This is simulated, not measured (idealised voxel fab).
process module | voxel transistor to metal
The cross-section shown here is cut; it is 270 nm wide and divided into square cells measuring 5 nm on a side.
In what follows, cross-sections appear as grids of square cells, described through bands that run from the top down, where every band is one or more rows of cells.
The band entry comprises the height of the band's top followed by the height of its bottom, expressed in nm, and subsequently the band's materials from left to right, each stated together with its width in nm. Where a single material is marked with the word "everywhere", that material fills the band from edge to edge. The word "blank" represents empty space.
Heights are expressed relative to 0, this being the level below which the as-received wafer comprises one material exclusively. The lowest band is unbounded in the downward direction and is denoted as in "0 down".
Width spec "30..40" -> top row of cells at first value, bottom row at second value, equal per-row change in between.
"no alteration" (step): cross-section cells unchanged, all of them.
Enclosed voids (no open way to top), threshold 8 cells or more, entry "Closed void entries", notation width x height at distance, distance from left edge, nm.
On a step's line, text after the settings is the simulator commenting on that step.
If you see "overlay nm" on a step's line and that step has a mask, it's telling you how far right of where it was planned the mask ended up; a negative number means it went left instead.
-- Process steps (planned)
1 op RECEIVE | material Si
2 op CONFORMAL_DEP | material SiO2 | thk nm 5
3 op CONFORMAL_DEP | material SiN | thk nm 15
4 op DIRECTIONAL_DEP | material aC | thk nm 10
5 op PATTERN | tone cover | mask id ACTIVE | material resist | width nm 105 | pitch nm 125 | thk nm 30 | overlay nm 0
6 op DIRECTIONAL_ETCH | etch materials aC | depth nm 10
7 op STRIP | etch materials resist
8 op DIRECTIONAL_ETCH | etch materials SiN | depth nm 15
9 op DIRECTIONAL_ETCH | etch materials SiO2 | depth nm 5
10 op DIRECTIONAL_ETCH | etch materials Si | depth nm 20
11 op STRIP | etch materials aC
12 op FILL_DEP | material SiO2 | thk nm 10
13 op CMP | height nm 20
14 op SELECTIVE_ETCH | etch materials SiO2 | depth nm 5
15 op STRIP | etch materials SiN
16 op SELECTIVE_ETCH | etch materials SiO2 | depth nm 5
17 op OXIDIZE | depth nm 5
18 op DIRECTIONAL_DEP | material polySi | thk nm 25
19 op DIRECTIONAL_DEP | material SiCN | thk nm 15
20 op MASKED_ETCH | tone cover | mask id GATE | width nm 25 | pitch nm 125 | etch materials SiCN | depth nm 25 | overlay nm 0
21 op MASKED_ETCH | tone cover | mask id GATE | width nm 25 | pitch nm 125 | etch materials polySi | depth nm 35 | overlay nm 0
22 op CONFORMAL_DEP | material SiN | thk nm 5
23 op DIRECTIONAL_ETCH | etch materials SiN | depth nm 5
24 op DIRECTIONAL_ETCH | etch materials SiO2 | depth nm 5
25 op DIRECTIONAL_ETCH | etch materials Si | depth nm 10
26 op EPI | material nSi | thk nm 10
27 op FILL_DEP | material SiO2 | thk nm 5
28 op CMP | height nm 25
29 op STRIP | etch materials polySi
30 op SELECTIVE_ETCH | etch materials SiO2 | depth nm 5
31 op CONFORMAL_DEP | material HfO2 | thk nm 5
32 op CONFORMAL_DEP | material TiN | thk nm 5
33 op FILL_DEP | material W | thk nm 5
34 op CMP | height nm 20
35 op DIRECTIONAL_DEP | material SiO2 | thk nm 10
36 op PATTERN | tone open | mask id CONTACT | material resist | width nm 15 | thk nm 20 | overlay nm 0
37 op DIRECTIONAL_ETCH | etch materials SiO2 | depth nm 35
38 op STRIP | etch materials resist
39 op CONFORMAL_DEP | material TiN | thk nm 5
40 op FILL_DEP | material Ru | thk nm 10
41 op CMP | height nm 30
42 op DIRECTIONAL_DEP | material TiN | thk nm 5
43 op DIRECTIONAL_DEP | material Ru | thk nm 15
44 op MASKED_ETCH | tone cover | mask id METAL_1 | width nm 15 | etch materials Ru | depth nm 15 | overlay nm 0
45 op MASKED_ETCH | tone cover | mask id METAL_1 | width nm 15 | etch materials TiN | depth nm 5 | overlay nm 0
46 op CONFORMAL_DEP | material SiCN | thk nm 5
47 op FILL_DEP | material lowk | thk nm 5
48 op CMP | height nm 50
49 op CONFORMAL_DEP | material SiCN | thk nm 5
-- Cross-section of the wafer upon arrival, representing the state reached after step 1
* 0 down  Si everywhere
* Closed void entries: none
-- Cross-sectional result after module completion. Note: starting condition and plan are unchanged from above; one processing mistake was made
* 55 to 50  SiCN everywhere
* 50 to 35  25 lowk; 5 SiCN; 15 Ru; 5 SiCN; 45 lowk; 5 SiCN; 15 Ru; 5 SiCN; 30 lowk; 5 SiCN; 15 Ru; 5 SiCN; 45 lowk; 5 SiCN; 15 Ru; 5 SiCN; 25 lowk
* 35 to 30  30 SiCN; 15 TiN; 55 SiCN; 15 TiN; 40 SiCN; 15 TiN; 55 SiCN; 15 TiN; 30 SiCN
* 30 to 20  30 SiO2; 5 TiN; 5 Ru; 5 TiN; 55 SiO2; 5 TiN; 5 Ru; 5 TiN; 40 SiO2; 5 TiN; 5 Ru; 5 TiN; 55 SiO2; 5 TiN; 5 Ru; 5 TiN; 30 SiO2
* 20 to 10  30 SiO2; 5 TiN; 5 Ru; 5 TiN; 10 SiO2; 5 SiN; 5 HfO2; 5 TiN; 5 W; 5 TiN; 5 HfO2; 5 SiN; 10 SiO2; 5 TiN; 5 Ru; 5 TiN; 40 SiO2; 5 TiN; 5 Ru; 5 TiN; 10 SiO2; 5 SiN; 5 HfO2; 5 TiN; 5 W; 5 TiN; 5 HfO2; 5 SiN; 10 SiO2; 5 TiN; 5 Ru; 5 TiN; 30 SiO2
* 10 to 5  15 SiO2; 5 SiN; 10 SiO2; 5 TiN; 5 Ru; 5 TiN; 10 SiO2; 5 SiN; 5 HfO2; 5 TiN; 5 W; 5 TiN; 5 HfO2; 5 SiN; 10 SiO2; 5 TiN; 5 Ru; 5 TiN; 10 SiO2; 5 SiN; 10 SiO2; 5 SiN; 10 SiO2; 5 TiN; 5 Ru; 5 TiN; 10 SiO2; 5 SiN; 5 HfO2; 5 TiN; 5 W; 5 TiN; 5 HfO2; 5 SiN; 10 SiO2; 5 TiN; 5 Ru; 5 TiN; 10 SiO2; 5 SiN; 15 SiO2
* 5 to 0  15 SiO2; 5 SiN; 10 SiO2; 5 TiN; 5 Ru; 5 TiN; 10 nSi; 5 SiN; 5 HfO2; 15 TiN; 5 HfO2; 5 SiN; 10 nSi; 5 TiN; 5 Ru; 5 TiN; 10 SiO2; 5 SiN; 10 SiO2; 5 SiN; 10 SiO2; 5 TiN; 5 Ru; 5 TiN; 10 nSi; 5 SiN; 5 HfO2; 15 TiN; 5 HfO2; 5 SiN; 10 nSi; 5 TiN; 5 Ru; 5 TiN; 10 SiO2; 5 SiN; 15 SiO2
* 0 to -5  30 SiO2; 15 TiN; 10 nSi; 35 HfO2; 10 nSi; 15 TiN; 40 SiO2; 15 TiN; 10 nSi; 35 HfO2; 10 nSi; 15 TiN; 30 SiO2
* -5 to -10  45 SiO2; 10 nSi; 35 Si; 10 nSi; 70 SiO2; 10 nSi; 35 Si; 10 nSi; 45 SiO2
* -10 to -20  20 SiO2; 35 nSi; 35 Si; 35 nSi; 20 SiO2; 35 nSi; 35 Si; 35 nSi; 20 SiO2
* -20 down  Si everywhere
* Closed void entries: none
Misprocessing identified: step 25 ran with different settings than intended, the actual operation and settings being op DIRECTIONAL_ETCH | etch materials Si | depth nm 15
